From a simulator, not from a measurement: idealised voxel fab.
The name of this process module is voxel self aligned vias.
The width of the displayed cross-section, cut, is 270 nm; its cells are square, with a size of 5 nm.
The cross-sections in this document take the form of a grid made of square cells. They are written out as bands, in order from top to bottom. Each band consists of one or more rows of cells.
Top height, bottom height, nm. Materials left to right, width each, nm. Single material + "full width" = fills band edge to edge. "air" = empty.
Heights are reckoned from 0. Under this level, the received wafer is all of one material. The bottommost band is open-ended downward, for example "top 0, no bottom".
Note: "30->40" means the width goes from the first number (top row of the band) to the second number (bottom row) in equal steps per row of cells.
Given "identical to before" for a step, no cell of the cross-section differs between before and after that step.
Closed-off voids of 8+ cells (no open route to the top) go in "Closed void table", written width x height at distance from the left edge, in nm.
The remark found on a step's line after its settings is issued by the simulator itself and pertains to that step.
When a step includes a mask, the "overlay nm" setting on its line states how far to the right of its planned place that mask lay, and negative values state how far to the left.
**Planned process steps**
1. RECEIVE,material Si
2. CONFORMAL_DEP,material SiO2,thk nm 10
3. CONFORMAL_DEP,material SiCN,thk nm 5
4. DIRECTIONAL_DEP,material SiO2,thk nm 30
5. PATTERN,tone open,mask id LINES,material resist,width nm 20,pitch nm 55,thk nm 15,overlay nm 0
6. DIRECTIONAL_ETCH,etch materials SiO2,depth nm 30
7. STRIP,etch materials resist
8. CONFORMAL_DEP,material TiN,thk nm 5
9. FILL_DEP,material W,thk nm 10
10. CMP,height nm 45
11. SELECTIVE_ETCH,etch materials W Ru TiN,depth nm 5
12. FILL_DEP,material SiN,thk nm 5
13. CMP,height nm 45
14. DIRECTIONAL_DEP,material SiO2,thk nm 15
15. DIRECTIONAL_DEP,material aC,thk nm 10
16. PATTERN,tone open,mask id VIAS,material resist,width nm 40,pitch nm 110,thk nm 25,overlay nm 0
17. DIRECTIONAL_ETCH,etch materials aC,depth nm 10
18. STRIP,etch materials resist
19. DIRECTIONAL_ETCH,etch materials SiO2,depth nm 15
20. DIRECTIONAL_ETCH,etch materials SiN,depth nm 5
21. STRIP,etch materials aC
22. CONFORMAL_DEP,material TiN,thk nm 5
23. FILL_DEP,material Cu,thk nm 5
24. CMP,height nm 60
25. CONFORMAL_DEP,material SiN,thk nm 5
The plan's step 8 thk nm is the first wafer's value; the wafers differ in this setting and start identical.
**Cross-section of the first of several wafers on receipt, reflecting completion of step 1**
  top 0, no bottom: Si full width
  Closed void table: none
**The first of several wafers, seen in cross-section after the module's last step, step 25**
  top 65, bottom 60: SiN full width
  top 60, bottom 50: 60 nm SiO2, then 5 nm TiN, then 30 nm Cu, then 5 nm TiN, then 70 nm SiO2, then 5 nm TiN, then 30 nm Cu, then 5 nm TiN, then 60 nm SiO2
  top 50, bottom 45: 60 nm SiO2, then 15 nm TiN, then 10 nm Cu, then 15 nm TiN, then 70 nm SiO2, then 15 nm TiN, then 10 nm Cu, then 15 nm TiN, then 60 nm SiO2
  top 45, bottom 40: 70 nm SiO2, then 20 nm TiN, then 35 nm SiO2, then 20 nm SiN, then 35 nm SiO2, then 20 nm TiN, then 70 nm SiO2
  top 40, bottom 20: 70 nm SiO2, then 5 nm TiN, then 10 nm W, then 5 nm TiN, then 35 nm SiO2, then 5 nm TiN, then 10 nm W, then 5 nm TiN, then 35 nm SiO2, then 5 nm TiN, then 10 nm W, then 5 nm TiN, then 70 nm SiO2
  top 20, bottom 15: 70 nm SiO2, then 20 nm TiN, then 35 nm SiO2, then 20 nm TiN, then 35 nm SiO2, then 20 nm TiN, then 70 nm SiO2
  top 15, bottom 10: SiCN full width
  top 10, bottom 0: SiO2 full width
  top 0, no bottom: Si full width
  Closed void table: none
**Module end, final wafer: cross-section**
  top 65, bottom 60: SiN full width
  top 60, bottom 50: 60 nm SiO2, then 5 nm TiN, then 30 nm Cu, then 5 nm TiN, then 70 nm SiO2, then 5 nm TiN, then 30 nm Cu, then 5 nm TiN, then 60 nm SiO2
  top 50, bottom 45: 60 nm SiO2, then 15 nm TiN, then 10 nm Cu, then 15 nm TiN, then 70 nm SiO2, then 15 nm TiN, then 10 nm Cu, then 15 nm TiN, then 60 nm SiO2
  top 45, bottom 40: 70 nm SiO2, then 20 nm TiN, then 35 nm SiO2, then 20 nm SiN, then 35 nm SiO2, then 20 nm TiN, then 70 nm SiO2
  top 40, bottom 15: 70 nm SiO2, then 20 nm TiN, then 35 nm SiO2, then 20 nm TiN, then 35 nm SiO2, then 20 nm TiN, then 70 nm SiO2
  top 15, bottom 10: SiCN full width
  top 10, bottom 0: SiO2 full width
  top 0, no bottom: Si full width
  Closed void table: none
**The following table contains a row per wafer, in which are reported, at the conclusion of the module, the cells of each material gained (+) or lost (-) since the wafer's receipt, with its closed voids given thereafter**
thk nm 5, +28 Cu, +54 SiCN, +58 SiN, +474 SiO2, +64 TiN, +24 W, Closed void table: none
thk nm 10, +28 Cu, +54 SiCN, +58 SiN, +474 SiO2, +88 TiN, Closed void table: none
thk nm 15, +28 Cu, +54 SiCN, +58 SiN, +474 SiO2, +88 TiN, Closed void table: none
thk nm 20, +28 Cu, +54 SiCN, +58 SiN, +474 SiO2, +88 TiN, Closed void table: none
